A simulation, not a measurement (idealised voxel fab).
Presented below is a process module, voxel self aligned vias.
Shown is cross-section cut, with a width of 280 nm and square cells of size 5 nm.
Format of a cross-section: grid, square cells. Given as bands. Order: top down. Band: one or more rows of cells.
The band entry comprises the height of the band's top followed by the height of its bottom, expressed in nm, and subsequently the band's materials from left to right, each stated together with its width in nm. Where a single material is marked with the word "everywhere", that material fills the band from edge to edge. The word "empty" represents empty space.
Ref level 0: as-received wafer is one material below here. Bottom band extends down with no lower bound ("0 and below").
With a width like "30..40", each row of cells in the band differs from the next by the same amount, the top row carrying the first number and the bottom row the second.
Given "nothing changed" for a step, no cell of the cross-section differs between before and after that step.
For the entry "Encapsulated voids", the listed items are empty spaces with no open way to the top whose size is 8 cells or more; each item follows the pattern width x height at distance, where distance is from the left edge and all three are in nm.
It should be noted that, on the line of a given step, the content following the step's settings is a remark produced by the simulator itself with respect to that step.
overlay nm: for a step with a mask, the amount by which the mask lay right of where it was planned; a negative amount means left of it.
Below is the list of planned process steps:
1. op RECEIVE | material Si
2. op CONFORMAL_DEP | material SiO2 | thk nm 10
3. op CONFORMAL_DEP | material SiCN | thk nm 5
4. op DIRECTIONAL_DEP | material lowk | thk nm 30
5. op DIRECTIONAL_DEP | material aC | thk nm 15
6. op PATTERN | tone open | mask id LINES | material resist | width nm 30 | pitch nm 65 | thk nm 35 | overlay nm 0
7. op DIRECTIONAL_ETCH | etch materials aC | depth nm 15
8. op STRIP | etch materials resist
9. op DIRECTIONAL_ETCH | etch materials lowk | depth nm 30
10. op STRIP | etch materials aC
11. op CONFORMAL_DEP | material TiN | thk nm 5
12. op FILL_DEP | material W | thk nm 10
13. op CMP | height nm 45
14. op SELECTIVE_ETCH | etch materials W Ru TiN | depth nm 10
15. op FILL_DEP | material SiN | thk nm 5
16. op CMP | height nm 45
17. op DIRECTIONAL_DEP | material lowk | thk nm 20
18. op MASKED_ETCH | tone open | mask id VIAS | width nm 50 | pitch nm 65 | etch materials lowk | depth nm 20 | overlay nm 0
19. op MASKED_ETCH | tone open | mask id VIAS | width nm 50 | pitch nm 65 | etch materials SiN | depth nm 10 | overlay nm 0
20. op CONFORMAL_DEP | material TiN | thk nm 5
21. op FILL_DEP | material Ru | thk nm 10
22. op CMP | height nm 65
23. op CONFORMAL_DEP | material SiN | thk nm 5
Incoming wafer, cross-sectional view, post step 1:
* 0 and below | Si everywhere
* Encapsulated voids: none
Cross-section, end of module. Start: as above. Plan: as above. Execution: one mistake:
* 70 down to 65 | SiN everywhere
* 65 down to 40 | lowk 50 nm | TiN 5 nm | Ru 40 nm | TiN 5 nm | lowk 15 nm | TiN 5 nm | Ru 40 nm | TiN 5 nm | lowk 15 nm | TiN 5 nm | Ru 40 nm | TiN 5 nm | lowk 50 nm
* 40 down to 35 | lowk 50 nm | TiN 50 nm | lowk 15 nm | TiN 50 nm | lowk 15 nm | TiN 50 nm | lowk 50 nm
* 35 down to 25 | lowk 50 nm | TiN 15 nm | W 20 nm | TiN 15 nm | lowk 15 nm | TiN 15 nm | W 20 nm | TiN 15 nm | lowk 15 nm | TiN 15 nm | W 20 nm | TiN 15 nm | lowk 50 nm
* 25 down to 20 | lowk 60 nm | TiN 5 nm | W 20 nm | TiN 5 nm | lowk 35 nm | TiN 5 nm | W 20 nm | TiN 5 nm | lowk 35 nm | TiN 5 nm | W 20 nm | TiN 5 nm | lowk 60 nm
* 20 down to 15 | lowk 60 nm | TiN 30 nm | lowk 35 nm | TiN 30 nm | lowk 35 nm | TiN 30 nm | lowk 60 nm
* 15 down to 10 | SiCN everywhere
* 10 down to 0 | SiO2 everywhere
* 0 and below | Si everywhere
* Encapsulated voids: none
Deviation noted in wafer processing: step 18 of the plan was executed twice over
